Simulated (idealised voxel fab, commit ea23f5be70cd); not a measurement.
process module | voxel capacitor over wiring
cross-section cut | 265 nm wide | cells 5 nm
A cross-section is a grid of square cells, given in bands from the top down. A band is one or more rows of cells.
Each band's line starts with the height of the band's top and of its bottom, in nm. Then come its materials from left to right, each with its width in nm. One material with "throughout" fills the band from edge to edge. "air" is empty space.
Height 0 is the level under which the wafer as received is all one material. The lowest band goes on downwards, as in "0 down".
A width such as "30 to 40" changes by the same amount from each row of cells to the next, from the band's top row to its bottom row.
"no change" after a step means that no cell of the cross-section changed.
closed voids: empty space of 8 cells or more with no open way to the top, each as width x height at its distance from the left edge, in nm
after a step's settings: what the simulator itself notes on the step
overlay nm, on a step with a mask: how far to the right of its planned place the mask lay; to the left if negative
plan
1 op RECEIVE | material Si
2 op CONFORMAL_DEP | material SiO2 | thk nm 10
3 op CONFORMAL_DEP | material SiN | thk nm 5
4 op DIRECTIONAL_DEP | material lowk | thk nm 15
5 op DIRECTIONAL_DEP | material aC | thk nm 10
6 op PATTERN | tone open | mask id METAL_1 | material resist | width nm 30 | pitch nm 100 | thk nm 25 | overlay nm 0
7 op DIRECTIONAL_ETCH | etch materials aC | depth nm 10
8 op STRIP | etch materials resist
9 op DIRECTIONAL_ETCH | etch materials lowk | depth nm 15
10 op DIRECTIONAL_ETCH | etch materials SiN | depth nm 5
11 op STRIP | etch materials aC
12 op CONFORMAL_DEP | material TiN | thk nm 5
13 op FILL_DEP | material Cu | thk nm 10
14 op CMP | height nm 30
15 op EPI | material Ru | thk nm 5
16 op FILL_DEP | material SiCN | thk nm 5
17 op DIRECTIONAL_DEP | material lowk | thk nm 20
18 op MASKED_ETCH | tone open | mask id PLUG_1 | width nm 15 | etch materials lowk | depth nm 20 | overlay nm 0
19 op MASKED_ETCH | tone open | mask id PLUG_1 | width nm 15 | etch materials SiCN | depth nm 5 | overlay nm 0
20 op EPI | material Ru | thk nm 10
21 op EPI | material Ru | thk nm 10
22 op EPI | material Ru | thk nm 5
23 op DIRECTIONAL_DEP | material TiN | thk nm 10
24 op DIRECTIONAL_DEP | material Al2O3 | thk nm 5
25 op DIRECTIONAL_DEP | material TiN | thk nm 5
26 op PATTERN | tone cover | mask id UPPER_PLATE | material resist | width nm 75 | thk nm 15 | overlay nm 0
27 op DIRECTIONAL_ETCH | etch materials TiN | depth nm 5
28 op DIRECTIONAL_ETCH | etch materials Al2O3 | depth nm 5
29 op STRIP | etch materials resist
30 op MASKED_ETCH | tone cover | mask id LOWER_PLATE | width nm 85 | etch materials TiN | depth nm 10 | overlay nm 0
31 op FILL_DEP | material SiO2 | thk nm 15
32 op CMP | height nm 90
33 op DIRECTIONAL_DEP | material aC | thk nm 15
34 op PATTERN | tone open | mask id PLUG_2 | material resist | width nm 15 | thk nm 35 | overlay nm 0
35 op DIRECTIONAL_ETCH | etch materials aC | depth nm 15
36 op STRIP | etch materials resist
37 op DIRECTIONAL_ETCH | etch materials SiO2 | depth nm 10
38 op STRIP | etch materials aC
39 op CONFORMAL_DEP | material TiN | thk nm 5
40 op FILL_DEP | material Ru | thk nm 10
41 op CMP | height nm 90
42 op CONFORMAL_DEP | material SiCN | thk nm 5
as received, after step 1
  0 down: Si throughout
  closed voids: none
a wafer at the end: this start, this plan, one mistake
  95 to 90: SiCN throughout
  90 to 85: SiO2 90 | TiN 5 | Ru 5 | TiN 5 | SiO2 160
  85 to 75: SiO2 90 to 85 | TiN 15 to 65 | SiO2 160 to 115
  75 to 70: SiO2 85 | Al2O3 65 | SiO2 115
  70 to 60: SiO2 75 | TiN 85 | SiO2 105
  60 to 40: lowk 80 | Ru 15 | lowk 170
  40 to 35: SiCN 80 | Ru 15 | SiCN 170
  35 to 30: SiCN 60 | Ru 40 | SiCN 60 | Ru 40 | SiCN 65
  30 to 15: lowk 65 | TiN 5 | Cu 20 | TiN 5 | lowk 70 | TiN 5 | Cu 20 | TiN 5 | lowk 70
  15 to 10: SiN 65 | TiN 30 | SiN 70 | TiN 30 | SiN 70
  10 to 0: SiO2 throughout
  0 down: Si throughout
  closed voids: none
what went wrong: step 26 ran as: op PATTERN | tone cover | mask id UPPER_PLATE | material resist | width nm 65 | thk nm 15 | overlay nm 0
